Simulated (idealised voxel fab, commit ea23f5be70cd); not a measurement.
Process module under the name voxel gate over fins
cross-section cut | 265 nm wide | cells 5 nm
Bands, listed from the top down, are how a cross-section gets written in this document; the cross-section itself is a grid of square cells, and a band is one or more rows of them. The entry gives the band's vertical extent as a top height and a bottom height in nm, then its horizontal make-up as materials from left to right, each with a width in nm. "empty" stands for empty space; a single material marked "everywhere" fills the band edge to edge. A quick word on heights: they are counted from 0, and under that level the wafer as it came to us is one material throughout. The lowest band is different from the rest in having no bottom; it simply continues downward, written as in "0 -> down". Read "30..40" as a graded width: first number on top, second number at the bottom, same change between each pair of neighbouring rows. A step reported as "identical to before" is a step in which no cell of the cross-section changed. Closed-off voids of 8+ cells (no open route to the top) go in "Unvented internal voids", written width x height at distance from the left edge, in nm. after a step's settings: what the simulator itself notes on the step. On any step carrying a mask, the "overlay nm" setting, if present on the step's line, tells how far right of its planned place the mask lay; negative values point to the left.
Process steps - plan:
1: RECEIVE: material Si
2: CONFORMAL_DEP: material SiN, thk nm 10
3: MASKED_ETCH: tone cover, mask id FINS, width nm 15, pitch nm 45, etch materials SiN, depth nm 10, overlay nm 0
4: MASKED_ETCH: tone cover, mask id FINS, width nm 15, pitch nm 45, etch materials Si, depth nm 30, overlay nm 0
5: OXIDIZE: depth nm 5
6: FILL_DEP: material SiO2, thk nm 5
7: CMP: height nm 10
8: SELECTIVE_ETCH: etch materials SiO2, depth nm 25
9: STRIP: etch materials SiN
10: CONFORMAL_DEP: material HfO2, thk nm 5
11: CONFORMAL_DEP: material TiN, thk nm 5
12: CONFORMAL_DEP: material TiAl, thk nm 5
13: CONFORMAL_DEP: material TiN, thk nm 5
14: FILL_DEP: material W, thk nm 10
15: CMP: height nm 25
16: CONFORMAL_DEP: material SiCN, thk nm 10
The following pertains to the first of two wafers, which was processed as planned:
Wafer cross-section on receipt, i.e. after step 1:
  0 -> down: Si everywhere
  Unvented internal voids: none
How the wafer stands in section after step 2:
  10 -> 0: SiN everywhere
  Heights below 0 show no change.
How the wafer stands in section after step 3:
  10 -> 0: empty 55, SiN 15, empty 30, SiN 15, empty 30, SiN 15, empty 30, SiN 15, empty 60
  Heights below 0 show no change.
How the wafer stands in section after step 4:
  10 -> 0: empty 55, SiN 15, empty 30, SiN 15, empty 30, SiN 15, empty 30, SiN 15, empty 60
  0 -> -30: empty 55, Si 15, empty 30, Si 15, empty 30, Si 15, empty 30, Si 15, empty 60
  Heights below -30 show no change.
How the wafer stands in section after step 5:
  10 -> 0: empty 55, SiN 15, empty 30, SiN 15, empty 30, SiN 15, empty 30, SiN 15, empty 60
  0 -> -30: empty 55, SiO2 5, Si 5, SiO2 5, empty 30, SiO2 5, Si 5, SiO2 5, empty 30, SiO2 5, Si 5, SiO2 5, empty 30, SiO2 5, Si 5, SiO2 5, empty 60
  -30 -> -35: SiO2 60, Si 5, SiO2 40, Si 5, SiO2 40, Si 5, SiO2 40, Si 5, SiO2 65
  Heights below -35 show no change.
How the wafer stands in section after step 6:
  15 -> 10: SiO2 everywhere
  10 -> 0: SiO2 55, SiN 15, SiO2 30, SiN 15, SiO2 30, SiN 15, SiO2 30, SiN 15, SiO2 60
  0 -> -35: SiO2 60, Si 5, SiO2 40, Si 5, SiO2 40, Si 5, SiO2 40, Si 5, SiO2 65
  Heights below -35 show no change.
How the wafer stands in section after step 7:
  10 -> 0: SiO2 55, SiN 15, SiO2 30, SiN 15, SiO2 30, SiN 15, SiO2 30, SiN 15, SiO2 60
  Heights below 0 show no change.
How the wafer stands in section after step 8:
  10 -> 0: empty 55, SiN 15, empty 30, SiN 15, empty 30, SiN 15, empty 30, SiN 15, empty 60
  0 -> -15: empty 60, Si 5, empty 40, Si 5, empty 40, Si 5, empty 40, Si 5, empty 65
  Heights below -15 show no change.
How the wafer stands in section after step 9:
  0 -> -15: empty 60, Si 5, empty 40, Si 5, empty 40, Si 5, empty 40, Si 5, empty 65
  Heights below -15 show no change.
How the wafer stands in section after step 10:
  5 -> 0: empty 55, HfO2 15, empty 30, HfO2 15, empty 30, HfO2 15, empty 30, HfO2 15, empty 60
  0 -> -10: empty 55, HfO2 5, Si 5, HfO2 5, empty 30, HfO2 5, Si 5, HfO2 5, empty 30, HfO2 5, Si 5, HfO2 5, empty 30, HfO2 5, Si 5, HfO2 5, empty 60
  -10 -> -15: HfO2 60, Si 5, HfO2 40, Si 5, HfO2 40, Si 5, HfO2 40, Si 5, HfO2 65
  Heights below -15 show no change.
How the wafer stands in section after step 11:
  10 -> 5: empty 50, TiN 25, empty 20, TiN 25, empty 20, TiN 25, empty 20, TiN 25, empty 55
  5 -> 0: empty 50, TiN 5, HfO2 15, TiN 5, empty 20, TiN 5, HfO2 15, TiN 5, empty 20, TiN 5, HfO2 15, TiN 5, empty 20, TiN 5, HfO2 15, TiN 5, empty 55
  0 -> -5: empty 50, TiN 5, HfO2 5, Si 5, HfO2 5, TiN 5, empty 20, TiN 5, HfO2 5, Si 5, HfO2 5, TiN 5, empty 20, TiN 5, HfO2 5, Si 5, HfO2 5, TiN 5, empty 20, TiN 5, HfO2 5, Si 5, HfO2 5, TiN 5, empty 55
  -5 -> -10: TiN 55, HfO2 5, Si 5, HfO2 5, TiN 30, HfO2 5, Si 5, HfO2 5, TiN 30, HfO2 5, Si 5, HfO2 5, TiN 30, HfO2 5, Si 5, HfO2 5, TiN 60
  Heights below -10 show no change.
How the wafer stands in section after step 12:
  15 -> 10: empty 45, TiAl 35, empty 10, TiAl 35, empty 10, TiAl 35, empty 10, TiAl 35, empty 50
  10 -> 5: empty 45, TiAl 5, TiN 25, TiAl 5, empty 10, TiAl 5, TiN 25, TiAl 5, empty 10, TiAl 5, TiN 25, TiAl 5, empty 10, TiAl 5, TiN 25, TiAl 5, empty 50
  5 -> 0: empty 45, TiAl 5, TiN 5, HfO2 15, TiN 5, TiAl 5, empty 10, TiAl 5, TiN 5, HfO2 15, TiN 5, TiAl 5, empty 10, TiAl 5, TiN 5, HfO2 15, TiN 5, TiAl 5, empty 10, TiAl 5, TiN 5, HfO2 15, TiN 5, TiAl 5, empty 50
  0 -> -5: TiAl 50, TiN 5, HfO2 5, Si 5, HfO2 5, TiN 5, TiAl 20, TiN 5, HfO2 5, Si 5, HfO2 5, TiN 5, TiAl 20, TiN 5, HfO2 5, Si 5, HfO2 5, TiN 5, TiAl 20, TiN 5, HfO2 5, Si 5, HfO2 5, TiN 5, TiAl 55
  Heights below -5 show no change.
How the wafer stands in section after step 13:
  20 -> 15: empty 40, TiN 180, empty 45
  15 -> 10: empty 40, TiN 5, TiAl 35, TiN 10, TiAl 35, TiN 10, TiAl 35, TiN 10, TiAl 35, TiN 5, empty 45
  10 -> 5: empty 40, TiN 5, TiAl 5, TiN 25, TiAl 5, TiN 10, TiAl 5, TiN 25, TiAl 5, TiN 10, TiAl 5, TiN 25, TiAl 5, TiN 10, TiAl 5, TiN 25, TiAl 5, TiN 5, empty 45
  5 -> 0: TiN 45, TiAl 5, TiN 5, HfO2 15, TiN 5, TiAl 5, TiN 10, TiAl 5, TiN 5, HfO2 15, TiN 5, TiAl 5, TiN 10, TiAl 5, TiN 5, HfO2 15, TiN 5, TiAl 5, TiN 10, TiAl 5, TiN 5, HfO2 15, TiN 5, TiAl 5, TiN 50
  Heights below 0 show no change.
How the wafer stands in section after step 14:
  30 -> 20: W everywhere
  20 -> 15: W 40, TiN 180, W 45
  15 -> 10: W 40, TiN 5, TiAl 35, TiN 10, TiAl 35, TiN 10, TiAl 35, TiN 10, TiAl 35, TiN 5, W 45
  10 -> 5: W 40, TiN 5, TiAl 5, TiN 25, TiAl 5, TiN 10, TiAl 5, TiN 25, TiAl 5, TiN 10, TiAl 5, TiN 25, TiAl 5, TiN 10, TiAl 5, TiN 25, TiAl 5, TiN 5, W 45
  Heights below 5 show no change.
How the wafer stands in section after step 15:
  25 -> 20: W everywhere
  Heights below 20 show no change.
How the wafer stands in section after step 16:
  35 -> 25: SiCN everywhere
  Heights below 25 show no change.
Regarding the second of the two wafers: it shared the first wafer's starting condition and process plan, yet one error occurred during its execution. Its history coincides with that of the first wafer up to and including step 2:
Here is the second wafer in cross-section at the point where step 3 of the plan should have been done:
  10 -> 0: empty 45, SiN 15, empty 30, SiN 15, empty 30, SiN 15, empty 30, SiN 15, empty 70
  Heights below 0 show no change.
Here is the second wafer in cross-section at the point where step 4 of the plan should have been done:
  10 -> 0: empty 45, SiN 15, empty 30, SiN 15, empty 30, SiN 15, empty 30, SiN 15, empty 70
  0 -> -30: empty 45, Si 25, empty 20, Si 25, empty 20, Si 25, empty 20, Si 25, empty 60
  Heights below -30 show no change.
Here is the second wafer in cross-section at the point where step 5 of the plan should have been done:
  10 -> 0: empty 45, SiN 15, empty 30, SiN 15, empty 30, SiN 15, empty 30, SiN 15, empty 70
  0 -> -5: empty 45, SiO2 5, Si 5, SiO2 15, empty 20, SiO2 5, Si 5, SiO2 15, empty 20, SiO2 5, Si 5, SiO2 15, empty 20, SiO2 5, Si 5, SiO2 15, empty 60
  -5 -> -30: empty 45, SiO2 5, Si 15, SiO2 5, empty 20, SiO2 5, Si 15, SiO2 5, empty 20, SiO2 5, Si 15, SiO2 5, empty 20, SiO2 5, Si 15, SiO2 5, empty 60
  -30 -> -35: SiO2 50, Si 15, SiO2 30, Si 15, SiO2 30, Si 15, SiO2 30, Si 15, SiO2 65
  Heights below -35 show no change.
Here is the second wafer in cross-section at the point where step 6 of the plan should have been done:
  15 -> 10: SiO2 everywhere
  10 -> 0: SiO2 45, SiN 15, SiO2 30, SiN 15, SiO2 30, SiN 15, SiO2 30, SiN 15, SiO2 70
  0 -> -5: SiO2 50, Si 5, SiO2 40, Si 5, SiO2 40, Si 5, SiO2 40, Si 5, SiO2 75
  -5 -> -35: SiO2 50, Si 15, SiO2 30, Si 15, SiO2 30, Si 15, SiO2 30, Si 15, SiO2 65
  Heights below -35 show no change.
Here is the second wafer in cross-section at the point where step 7 of the plan should have been done:
  10 -> 0: SiO2 45, SiN 15, SiO2 30, SiN 15, SiO2 30, SiN 15, SiO2 30, SiN 15, SiO2 70
  Heights below 0 show no change.
Here is the second wafer in cross-section at the point where step 8 of the plan should have been done:
  10 -> 0: empty 45, SiN 15, empty 30, SiN 15, empty 30, SiN 15, empty 30, SiN 15, empty 70
  0 -> -5: empty 50, Si 5, empty 40, Si 5, empty 40, Si 5, empty 40, Si 5, empty 75
  -5 -> -15: empty 50, Si 15, empty 30, Si 15, empty 30, Si 15, empty 30, Si 15, empty 65
  Heights below -15 show no change.
Here is the second wafer in cross-section at the point where step 9 of the plan should have been done:
  0 -> -5: empty 50, Si 5, empty 40, Si 5, empty 40, Si 5, empty 40, Si 5, empty 75
  Heights below -5 show no change.
Here is the second wafer in cross-section at the point where step 10 of the plan should have been done:
  5 -> 0: empty 45, HfO2 15, empty 30, HfO2 15, empty 30, HfO2 15, empty 30, HfO2 15, empty 70
  0 -> -10: empty 45, HfO2 5, Si 5..15, HfO2 15..5, empty 20, HfO2 5, Si 5..15, HfO2 15..5, empty 20, HfO2 5, Si 5..15, HfO2 15..5, empty 20, HfO2 5, Si 5..15, HfO2 15..5, empty 60
  -10 -> -15: HfO2 50, Si 15, HfO2 30, Si 15, HfO2 30, Si 15, HfO2 30, Si 15, HfO2 65
  Heights below -15 show no change.
Here is the second wafer in cross-section at the point where step 11 of the plan should have been done:
  10 -> 5: empty 40, TiN 25, empty 20, TiN 25, empty 20, TiN 25, empty 20, TiN 25, empty 65
  5 -> 0: empty 40, TiN 5, HfO2 15, TiN 15, empty 10, TiN 5, HfO2 15, TiN 15, empty 10, TiN 5, HfO2 15, TiN 15, empty 10, TiN 5, HfO2 15, TiN 15, empty 55
  0 -> -5: empty 40, TiN 5, HfO2 5, Si 5, HfO2 15, TiN 5, empty 10, TiN 5, HfO2 5, Si 5, HfO2 15, TiN 5, empty 10, TiN 5, HfO2 5, Si 5, HfO2 15, TiN 5, empty 10, TiN 5, HfO2 5, Si 5, HfO2 15, TiN 5, empty 55
  -5 -> -10: TiN 45, HfO2 5, Si 15, HfO2 5, TiN 20, HfO2 5, Si 15, HfO2 5, TiN 20, HfO2 5, Si 15, HfO2 5, TiN 20, HfO2 5, Si 15, HfO2 5, TiN 60
  Heights below -10 show no change.
Here is the second wafer in cross-section at the point where step 12 of the plan should have been done:
  15 -> 10: empty 35, TiAl 35, empty 10, TiAl 35, empty 10, TiAl 35, empty 10, TiAl 35, empty 60
  10 -> 5: empty 35, TiAl 5, TiN 25, TiAl 20, TiN 25, TiAl 20, TiN 25, TiAl 20, TiN 25, TiAl 15, empty 50
  5 -> 0: empty 35, TiAl 5, TiN 5, HfO2 15, TiN 15, TiAl 10, TiN 5, HfO2 15, TiN 15, TiAl 10, TiN 5, HfO2 15, TiN 15, TiAl 10, TiN 5, HfO2 15, TiN 15, TiAl 5, empty 50
  0 -> -5: TiAl 40, TiN 5, HfO2 5, Si 5, HfO2 15, TiN 5, TiAl 10, TiN 5, HfO2 5, Si 5, HfO2 15, TiN 5, TiAl 10, TiN 5, HfO2 5, Si 5, HfO2 15, TiN 5, TiAl 10, TiN 5, HfO2 5, Si 5, HfO2 15, TiN 5, TiAl 55
  Heights below -5 show no change.
Here is the second wafer in cross-section at the point where step 13 of the plan should have been done:
  20 -> 15: empty 30, TiN 180, empty 55
  15 -> 10: empty 30, TiN 5, TiAl 35, TiN 10, TiAl 35, TiN 10, TiAl 35, TiN 10, TiAl 35, TiN 15, empty 45
  10 -> 5: empty 30, TiN 5, TiAl 5, TiN 25, TiAl 20, TiN 25, TiAl 20, TiN 25, TiAl 20, TiN 25, TiAl 15, TiN 5, empty 45
  5 -> 0: TiN 35, TiAl 5, TiN 5, HfO2 15, TiN 15, TiAl 10, TiN 5, HfO2 15, TiN 15, TiAl 10, TiN 5, HfO2 15, TiN 15, TiAl 10, TiN 5, HfO2 15, TiN 15, TiAl 5, TiN 50
  Heights below 0 show no change.
Here is the second wafer in cross-section at the point where step 14 of the plan should have been done:
  30 -> 20: W everywhere
  20 -> 15: W 30, TiN 180, W 55
  15 -> 10: W 30, TiN 5, TiAl 35, TiN 10, TiAl 35, TiN 10, TiAl 35, TiN 10, TiAl 35, TiN 15, W 45
  10 -> 5: W 30, TiN 5, TiAl 5, TiN 25, TiAl 20, TiN 25, TiAl 20, TiN 25, TiAl 20, TiN 25, TiAl 15, TiN 5, W 45
  Heights below 5 show no change.
Here is the second wafer in cross-section at the point where step 15 of the plan should have been done:
  25 -> 20: W everywhere
  Heights below 20 show no change.
Here is the second wafer in cross-section at the point where step 16 of the plan should have been done:
  35 -> 25: SiCN everywhere
  Heights below 25 show no change.
Deviation from plan: in deviation from the planned setting, step 3 was conducted as MASKED_ETCH: tone cover, mask id FINS, width nm 15, pitch nm 45, etch materials SiN, depth nm 10, overlay nm -10
Count the cells at the end and the second wafer has more or fewer of some materials than the first: Si: 48 more; SiO2: 32 fewer; TiN: 12 fewer; W: 4 fewer
